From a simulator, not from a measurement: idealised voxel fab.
Process module heading - voxel wiring stack
Pictured: cross-section cut, 160 nm wide, on a grid of 5 nm square cells.
Reading order for cross-sections: top band down to bottom band. Underlying form: a grid of square cells. Band size: one or more rows of cells. Band: top and bottom heights (nm) first, top before bottom; then materials from left to right, widths in nm. "edge to edge" marks a sole material filling the band edge to edge. "blank" denotes empty space. For the purposes of this specification, 0 denotes the height below which the wafer in its as-received condition is composed wholly of one material, and the lowermost band, lacking a lower limit, extends downward without end, as expressed in "0..down". Width: "30..40" (first number = top row, second number = bottom row, same change from row to row of cells). "nothing altered" (step): cross-section cells unchanged, all of them. Entry "Listed closed voids". Content: empty spaces with no open connection to the top, size 8 cells or greater. Each: width x height at distance. Distance: from left edge. Unit: nm. Text after the settings on a step's line: the simulator's own remark on that step. The setting "overlay nm" may be written on the line of a step. When the step uses a mask, the value reports how far to the right of the planned place the mask lay, and a negative value reports that it lay to the left.

**Planned step list for the process**
1 RECEIVE, material Si
2 CONFORMAL_DEP, material SiO2, thk nm 15
3 CONFORMAL_DEP, material SiN, thk nm 5
4 DIRECTIONAL_DEP, material SiO2, thk nm 25
5 PATTERN, tone open, mask id METAL_1, material resist, width nm 25, pitch nm 45, thk nm 15, overlay nm 0
6 DIRECTIONAL_ETCH, etch materials SiO2, depth nm 15
7 DIRECTIONAL_ETCH, etch materials SiN, depth nm 5
8 STRIP, etch materials resist
9 CONFORMAL_DEP, material TiN, thk nm 5
10 FILL_DEP, material W, thk nm 5
11 CMP, height nm 45
12 CONFORMAL_DEP, material SiCN, thk nm 5
13 DIRECTIONAL_DEP, material SiO2, thk nm 30
14 DIRECTIONAL_DEP, material aC, thk nm 10
15 PATTERN, tone open, mask id METAL_2_HOLES, material resist, width nm 15, pitch nm 90, thk nm 30, overlay nm 0
16 DIRECTIONAL_ETCH, etch materials aC, depth nm 10
17 STRIP, etch materials resist
18 DIRECTIONAL_ETCH, etch materials SiO2, depth nm 30
19 STRIP, etch materials aC
20 DIRECTIONAL_DEP, material aC, thk nm 15
21 PATTERN, tone open, mask id METAL_2, material resist, width nm 25, pitch nm 45, thk nm 35, overlay nm 0
22 DIRECTIONAL_ETCH, etch materials aC, depth nm 15
23 STRIP, etch materials resist
24 DIRECTIONAL_ETCH, etch materials SiO2, depth nm 15
25 DIRECTIONAL_ETCH, etch materials SiCN, depth nm 5
26 STRIP, etch materials aC
27 CONFORMAL_DEP, material TiN, thk nm 5
28 FILL_DEP, material Cu, thk nm 10
29 CMP, height nm 80
30 CONFORMAL_DEP, material SiCN, thk nm 5
All wafers enter the flow in the same state. The depth nm at step 6 differs from wafer to wafer, and the plan gives the value for the first wafer.

**First wafer of several, as received: cross-section after step 1**
  0..down = Si edge to edge
  Listed closed voids: none

**The first of several wafers, seen in cross-section after the module's last step, step 30**
  85..80 = SiCN edge to edge
  80..70 = SiO2 20 nm; TiN 5 nm; Cu 15 nm; TiN 5 nm; SiO2 20 nm; TiN 5 nm; Cu 15 nm; TiN 5 nm; SiO2 20 nm; TiN 5 nm; Cu 15 nm; TiN 5 nm; SiO2 25 nm
  70..65 = SiO2 20 nm; TiN 5 nm; Cu 5 nm; TiN 15 nm; SiO2 20 nm; TiN 25 nm; SiO2 20 nm; TiN 5 nm; Cu 5 nm; TiN 15 nm; SiO2 25 nm
  65..50 = SiO2 20 nm; TiN 5 nm; Cu 5 nm; TiN 5 nm; SiO2 75 nm; TiN 5 nm; Cu 5 nm; TiN 5 nm; SiO2 35 nm
  50..45 = SiCN 20 nm; TiN 15 nm; SiCN 75 nm; TiN 15 nm; SiCN 35 nm
  45..35 = SiO2 20 nm; TiN 5 nm; W 15 nm; TiN 5 nm; SiO2 20 nm; TiN 5 nm; W 15 nm; TiN 5 nm; SiO2 20 nm; TiN 5 nm; W 15 nm; TiN 5 nm; SiO2 25 nm
  35..30 = SiO2 20 nm; TiN 25 nm; SiO2 20 nm; TiN 25 nm; SiO2 20 nm; TiN 25 nm; SiO2 25 nm
  30..20 = SiO2 edge to edge
  20..15 = SiN edge to edge
  15..0 = SiO2 edge to edge
  0..down = Si edge to edge
  Listed closed voids: none

**Cross-sectional depiction of the last of several wafers upon completion of the module**
  85..80 = SiCN edge to edge
  80..70 = SiO2 20 nm; TiN 5 nm; Cu 15 nm; TiN 5 nm; SiO2 20 nm; TiN 5 nm; Cu 15 nm; TiN 5 nm; SiO2 20 nm; TiN 5 nm; Cu 15 nm; TiN 5 nm; SiO2 25 nm
  70..65 = SiO2 20 nm; TiN 5 nm; Cu 5 nm; TiN 15 nm; SiO2 20 nm; TiN 25 nm; SiO2 20 nm; TiN 5 nm; Cu 5 nm; TiN 15 nm; SiO2 25 nm
  65..50 = SiO2 20 nm; TiN 5 nm; Cu 5 nm; TiN 5 nm; SiO2 75 nm; TiN 5 nm; Cu 5 nm; TiN 5 nm; SiO2 35 nm
  50..45 = SiCN 20 nm; TiN 15 nm; SiCN 75 nm; TiN 15 nm; SiCN 35 nm
  45..20 = SiO2 20 nm; TiN 5 nm; W 15 nm; TiN 5 nm; SiO2 20 nm; TiN 5 nm; W 15 nm; TiN 5 nm; SiO2 20 nm; TiN 5 nm; W 15 nm; TiN 5 nm; SiO2 25 nm
  20..15 = SiN 20 nm; TiN 25 nm; SiN 20 nm; TiN 25 nm; SiN 20 nm; TiN 25 nm; SiN 25 nm
  15..0 = SiO2 edge to edge
  0..down = Si edge to edge
  Listed closed voids: none

**Note: the following table is arranged by wafer, a row apiece. Each row reports the end-of-module state: per material, cells gained (+) or cells lost (-) compared with the wafer as received; closed voids follow**
depth nm 15; +26 Cu; +58 SiCN; +32 SiN; +340 SiO2; +70 TiN; +18 W; Listed closed voids: none
depth nm 20; +26 Cu; +58 SiCN; +32 SiN; +325 SiO2; +76 TiN; +27 W; Listed closed voids: none
depth nm 25; +26 Cu; +58 SiCN; +17 SiN; +310 SiO2; +88 TiN; +45 W; Listed closed voids: none
depth nm 30; +26 Cu; +58 SiCN; +17 SiN; +310 SiO2; +88 TiN; +45 W; Listed closed voids: none
depth nm 35; +26 Cu; +58 SiCN; +17 SiN; +310 SiO2; +88 TiN; +45 W; Listed closed voids: none
depth nm 40; +26 Cu; +58 SiCN; +17 SiN; +310 SiO2; +88 TiN; +45 W; Listed closed voids: none
